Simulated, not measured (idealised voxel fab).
This is a process module. Its name is voxel transistor to metal.
190 nm wide, 5 nm square cells: that's cross-section cut.
When this document writes out a cross-section, it uses a grid of square cells and lists it as bands, beginning at the top and moving down, with a band standing for one or more rows of cells. A band entry consists of two parts. The first gives the height of the band's top and the height of its bottom, in nm. The rest lists the band's materials from left to right, each with its width in nm. A single material labelled with the word "everywhere" fills the band from edge to edge, and the word "empty" marks empty space. Height reference: 0 = level under which incoming wafer is all one material. Lowest band: no bottom, runs on downward, e.g. "z 0 and below". Width: "30 to 40" (first number = top row, second number = bottom row, same change from row to row of cells). Step marked "no alterations made"? Then no cell in the cross-section changed in it. So "Cavities, closed" is basically the list of trapped voids: any empty space of 8 cells or more that can't reach the top through an opening. They're written width x height at distance, the distance being from the left edge, and it's all nm. What comes after the settings on a step's line is commentary from the simulator itself on that step. What "overlay nm" on a step's line means: if the step has a mask, that mask lay this far to the right of its planned place, or, when the value is negative, to the left.
PROCESS STEPS FORESEEN IN THE PLAN
1. RECEIVE, material Si
2. OXIDIZE, depth nm 5
3. CONFORMAL_DEP, material SiN, thk nm 10
4. MASKED_ETCH, tone cover, mask id ACTIVE, width nm 125, etch materials SiN, depth nm 10, overlay nm 0
5. MASKED_ETCH, tone cover, mask id ACTIVE, width nm 125, etch materials SiO2, depth nm 5, overlay nm 0
6. MASKED_ETCH, tone cover, mask id ACTIVE, width nm 125, etch materials Si, depth nm 20, overlay nm 0
7. OXIDIZE, depth nm 5
8. FILL_DEP, material SiO2, thk nm 5
9. CMP, height nm 10
10. SELECTIVE_ETCH, etch materials SiO2, depth nm 5
11. STRIP, etch materials SiN
12. SELECTIVE_ETCH, etch materials SiO2, depth nm 5
13. OXIDIZE, depth nm 5
14. DIRECTIONAL_DEP, material polySi, thk nm 30
15. DIRECTIONAL_DEP, material SiCN, thk nm 10
16. MASKED_ETCH, tone cover, mask id GATE, width nm 35, etch materials SiCN, depth nm 20, overlay nm 0
17. MASKED_ETCH, tone cover, mask id GATE, width nm 35, etch materials polySi, depth nm 40, overlay nm 0
18. CONFORMAL_DEP, material SiN, thk nm 5
19. DIRECTIONAL_ETCH, etch materials SiN, depth nm 5
20. DIRECTIONAL_ETCH, etch materials SiO2, depth nm 5
21. EPI, material pSi, thk nm 5
22. FILL_DEP, material SiO2, thk nm 10
23. CMP, height nm 25
24. STRIP, etch materials polySi
25. SELECTIVE_ETCH, etch materials SiO2, depth nm 5
26. CONFORMAL_DEP, material HfO2, thk nm 5
27. CONFORMAL_DEP, material TiN, thk nm 5
28. FILL_DEP, material W, thk nm 5
29. CMP, height nm 20
30. DIRECTIONAL_DEP, material SiO2, thk nm 10
31. MASKED_ETCH, tone open, mask id CONTACT, width nm 20, pitch nm 85, etch materials SiO2, depth nm 35, overlay nm 0
32. CONFORMAL_DEP, material TiN, thk nm 5
33. FILL_DEP, material Ru, thk nm 5
34. CMP, height nm 30
35. CONFORMAL_DEP, material SiCN, thk nm 5
36. DIRECTIONAL_DEP, material SiO2, thk nm 25
37. PATTERN, tone open, mask id METAL_1, material resist, width nm 20, pitch nm 85, thk nm 15, overlay nm 0
38. DIRECTIONAL_ETCH, etch materials SiO2, depth nm 25
39. DIRECTIONAL_ETCH, etch materials SiCN, depth nm 5
40. STRIP, etch materials resist
41. CONFORMAL_DEP, material TiN, thk nm 5
42. FILL_DEP, material Cu, thk nm 5
43. CMP, height nm 60
44. EPI, material Ru, thk nm 5
45. FILL_DEP, material SiCN, thk nm 5
46. DIRECTIONAL_DEP, material lowk, thk nm 30
47. PATTERN, tone open, mask id METAL_2_HOLES, material resist, width nm 15, pitch nm 85, thk nm 15, overlay nm 0
48. DIRECTIONAL_ETCH, etch materials lowk, depth nm 30
49. STRIP, etch materials resist
50. PATTERN, tone open, mask id METAL_2, material resist, width nm 20, pitch nm 85, thk nm 15, overlay nm 0
51. DIRECTIONAL_ETCH, etch materials lowk, depth nm 20
52. DIRECTIONAL_ETCH, etch materials SiCN, depth nm 5
53. STRIP, etch materials resist
54. CONFORMAL_DEP, material TiN, thk nm 5
55. FILL_DEP, material Cu, thk nm 5
56. CMP, height nm 100
57. CONFORMAL_DEP, material SiN, thk nm 5
WAFER AS RECEIVED: CROSS-SECTION FOLLOWING STEP 1
> z 0 and below = Si everywhere
> Cavities, closed: none
THE FOLLOWING CROSS-SECTION DEPICTS THE WAFER UPON CONCLUSION OF THE MODULE. PROCESSING COMMENCED FROM THE STARTING CONDITION ILLUSTRATED ABOVE AND ADHERED TO THE PLAN ILLUSTRATED ABOVE, SAVE FOR ONE MISTAKE IN EXECUTION
> z 105 to 100 = SiN everywhere
> z 100 to 85 = lowk: 40; TiN: 5; Cu: 10; TiN: 5; lowk: 65; TiN: 5; Cu: 10; TiN: 5; lowk: 45
> z 85 to 80 = lowk: 40; TiN: 5; Cu: 5; TiN: 10; lowk: 65; TiN: 5; Cu: 5; TiN: 10; lowk: 45
> z 80 to 70 = lowk: 40; TiN: 5; Cu: 5; TiN: 5; lowk: 70; TiN: 5; Cu: 5; TiN: 5; lowk: 50
> z 70 to 65 = SiCN: 40; TiN: 15; SiCN: 70; TiN: 15; SiCN: 50
> z 65 to 60 = SiCN: 35; Ru: 30; SiCN: 55; Ru: 30; SiCN: 40
> z 60 to 35 = SiO2: 40; TiN: 5; Cu: 10; TiN: 5; SiO2: 65; TiN: 5; Cu: 10; TiN: 5; SiO2: 45
> z 35 to 30 = SiCN: 40; TiN: 20; SiCN: 65; TiN: 20; SiCN: 45
> z 30 to 20 = SiO2: 40; TiN: 5; Ru: 10; TiN: 5; SiO2: 65; TiN: 5; Ru: 10; TiN: 5; SiO2: 45
> z 20 to 0 = SiO2: 40; TiN: 5; Ru: 10; TiN: 5; SiO2: 10; SiN: 5; TiN: 5; W: 25; TiN: 5; SiN: 5; SiO2: 10; TiN: 5; Ru: 10; TiN: 5; SiO2: 45
> z 0 to -5 = SiO2: 25; SiN: 5; SiO2: 10; TiN: 20; SiO2: 10; SiN: 5; TiN: 5; W: 25; TiN: 5; SiN: 5; SiO2: 10; TiN: 20; SiO2: 10; SiN: 5; SiO2: 30
> z -5 to -10 = SiO2: 30; pSi: 40; TiN: 45; pSi: 40; SiO2: 35
> z -10 to -30 = SiO2: 35; Si: 115; SiO2: 40
> z -30 and below = Si everywhere
> Cavities, closed: none
Run error: the plan's step 26 went unexecuted, having been skipped
